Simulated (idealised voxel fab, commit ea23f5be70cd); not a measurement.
A process module follows: voxel self aligned contacts.
The cross-section on display is named cut; it measures 245 nm wide, and its cells are 5 nm squares.
Just so we're on the same page, the cross-sections are grids of square cells, and they're listed out in bands top to bottom, each band one or more rows deep.
Heads up on the band format: heights come first, top then bottom, in nm. After that it's the materials left to right, each with its width in nm. A single material flagged "full width" fills the whole band edge to edge, and "air" means there's empty space there.
Counting heights begins at 0, where everything beneath is, in the wafer as received, one material. The lowest band has no bottom; it goes on downwards, as "top 0, no bottom" shows.
Note: "30->40" means the width goes from the first number (top row of the band) to the second number (bottom row) in equal steps per row of cells.
Basically "same as before" means that step didn't change any cell in the cross-section.
Closed-off voids of 8+ cells (no open route to the top) go in "Sealed internal voids", written width x height at distance from the left edge, in nm.
It should be noted that, on the line of a given step, the content following the step's settings is a remark produced by the simulator itself with respect to that step.
overlay nm, on a step with a mask: how far to the right of its planned place the mask lay; to the left if negative
## These are the steps we planned for the process
1: op RECEIVE | material Si
2: op OXIDIZE | depth nm 5
3: op DIRECTIONAL_DEP | material polySi | thk nm 20
4: op DIRECTIONAL_DEP | material SiN | thk nm 20
5: op PATTERN | tone cover | mask id GATE | material resist | width nm 35 | pitch nm 60 | thk nm 20 | overlay nm 0
6: op DIRECTIONAL_ETCH | etch materials SiN | depth nm 20
7: op DIRECTIONAL_ETCH | etch materials polySi | depth nm 20
8: op STRIP | etch materials resist
9: op CONFORMAL_DEP | material SiN | thk nm 5
10: op DIRECTIONAL_ETCH | etch materials SiN | depth nm 5
11: op FILL_DEP | material SiO2 | thk nm 10
12: op CMP | height nm 45
13: op MASKED_ETCH | tone open | mask id CONTACT | width nm 45 | etch materials SiO2 | depth nm 50 | overlay nm 0
14: op CONFORMAL_DEP | material TiN | thk nm 5
15: op FILL_DEP | material W | thk nm 10
16: op CMP | height nm 45
17: op CONFORMAL_DEP | material SiN | thk nm 5
## So this is the incoming wafer in cross-section - it's already been through step 1
	top 0, no bottom  Si full width
	Sealed internal voids: none
## Cross-sectional result after module completion. Note: starting condition and plan are unchanged from above; one processing mistake was made
	top 50, bottom 45  SiN full width
	top 45, bottom 40  SiO2 (100), TiN (20), W (5), TiN (25), SiO2 (95)
	top 40, bottom 20  SiO2 (70), SiN (45), TiN (5), W (5), TiN (5), SiN (45), SiO2 (70)
	top 20, bottom 0  SiO2 (70), SiN (5), polySi (35), SiN (5), TiN (5), W (5), TiN (5), SiN (5), polySi (35), SiN (5), SiO2 (70)
	top 0, bottom -5  SiO2 (115), TiN (15), SiO2 (115)
	top -5, no bottom  Si full width
	Sealed internal voids: none
Diagnosis: step 13 was processed under conditions differing from the plan, specifically as op MASKED_ETCH | tone open | mask id CONTACT | width nm 50 | etch materials SiO2 | depth nm 50 | overlay nm 0
